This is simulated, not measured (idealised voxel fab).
The process module that follows is named voxel trench capacitor.
FYI the section here is cut, 205 nm wide, cells are 5 nm squares.
Heads up, the way a cross-section reads in here is a grid of square cells, handed over as bands from the top down, with every band being one or more rows of cells. Basically the band line says how high the top is and how high the bottom is, in nm, and then what's in it from left to right, every material with its width in nm. Empty space shows up as "blank", and if a single material carries "throughout" it runs the full band edge to edge. Where do heights start? At 0: under that level the wafer as delivered is made of one material only. And the lowest band has no floor; it just carries on downward, as in "0 nm and below". Read "30..40" as a graded width: first number on top, second number at the bottom, same change between each pair of neighbouring rows. Basically "stayed the same" means that step didn't change any cell in the cross-section. "Enclosed void catalog" specifies each empty space that is not open to the top and that occupies no fewer than 8 cells, using the form width x height at distance, the distance measured from the left edge and all three quantities in nm. Formally, on a step line, whatever follows the settings is a remark that the simulator itself makes on the step. The "overlay nm" setting may appear on a step's line; for a step that uses a mask, it gives how far to the right of its planned position the mask lay, and a negative value indicates the left.
So here's the lineup of process steps we planned
1: RECEIVE [material Si]
2: CONFORMAL_DEP [material SiN] [thk nm 10]
3: PATTERN [tone open] [mask id TRENCH] [material resist] [width nm 20] [pitch nm 50] [thk nm 15] [overlay nm 0]
4: DIRECTIONAL_ETCH [etch materials SiN] [depth nm 10]
5: DIRECTIONAL_ETCH [etch materials Si] [depth nm 35]
6: STRIP [etch materials resist]
7: CONFORMAL_DEP [material Al2O3] [thk nm 5]
8: FILL_DEP [material polySi] [thk nm 10]
9: CMP [height nm 10]
Step 1 complete: cross-section of the wafer as received
> 0 nm and below  Si throughout
> Enclosed void catalog: none
Here's the cross-section of the first of our two wafers at the end of the module - it ran as planned
> 10 nm to 0 nm  SiN: 15, then Al2O3: 5, then polySi: 10, then Al2O3: 5, then SiN: 30, then Al2O3: 5, then polySi: 10, then Al2O3: 5, then SiN: 30, then Al2O3: 5, then polySi: 10, then Al2O3: 5, then SiN: 30, then Al2O3: 5, then polySi: 10, then Al2O3: 5, then SiN: 20
> 0 nm to -30 nm  Si: 15, then Al2O3: 5, then polySi: 10, then Al2O3: 5, then Si: 30, then Al2O3: 5, then polySi: 10, then Al2O3: 5, then Si: 30, then Al2O3: 5, then polySi: 10, then Al2O3: 5, then Si: 30, then Al2O3: 5, then polySi: 10, then Al2O3: 5, then Si: 20
> -30 nm to -35 nm  Si: 15, then Al2O3: 20, then Si: 30, then Al2O3: 20, then Si: 30, then Al2O3: 20, then Si: 30, then Al2O3: 20, then Si: 20
> -35 nm and below  Si throughout
> Enclosed void catalog: none
Here's the second of our two wafers sectioned at module end. Same start as the first, same plan, but one mistake got made running it
> 10 nm to 0 nm  SiN: 15, then Al2O3: 5, then polySi: 10, then Al2O3: 5, then SiN: 30, then Al2O3: 5, then polySi: 10, then Al2O3: 5, then SiN: 30, then Al2O3: 5, then polySi: 10, then Al2O3: 5, then SiN: 30, then Al2O3: 5, then polySi: 10, then Al2O3: 5, then SiN: 20
> 0 nm to -65 nm  Si: 15, then Al2O3: 5, then polySi: 10, then Al2O3: 5, then Si: 30, then Al2O3: 5, then polySi: 10, then Al2O3: 5, then Si: 30, then Al2O3: 5, then polySi: 10, then Al2O3: 5, then Si: 30, then Al2O3: 5, then polySi: 10, then Al2O3: 5, then Si: 20
> -65 nm to -70 nm  Si: 15, then Al2O3: 20, then Si: 30, then Al2O3: 20, then Si: 30, then Al2O3: 20, then Si: 30, then Al2O3: 20, then Si: 20
> -70 nm and below  Si throughout
> Enclosed void catalog: none
What went wrong in running the wafer? regarding the plan, step 5 was run twice
In the final state, the cell counts of the second wafer exceed or fall short of those of the first for the following materials: Al2O3: 56 more, Si: 112 fewer, polySi: 56 more
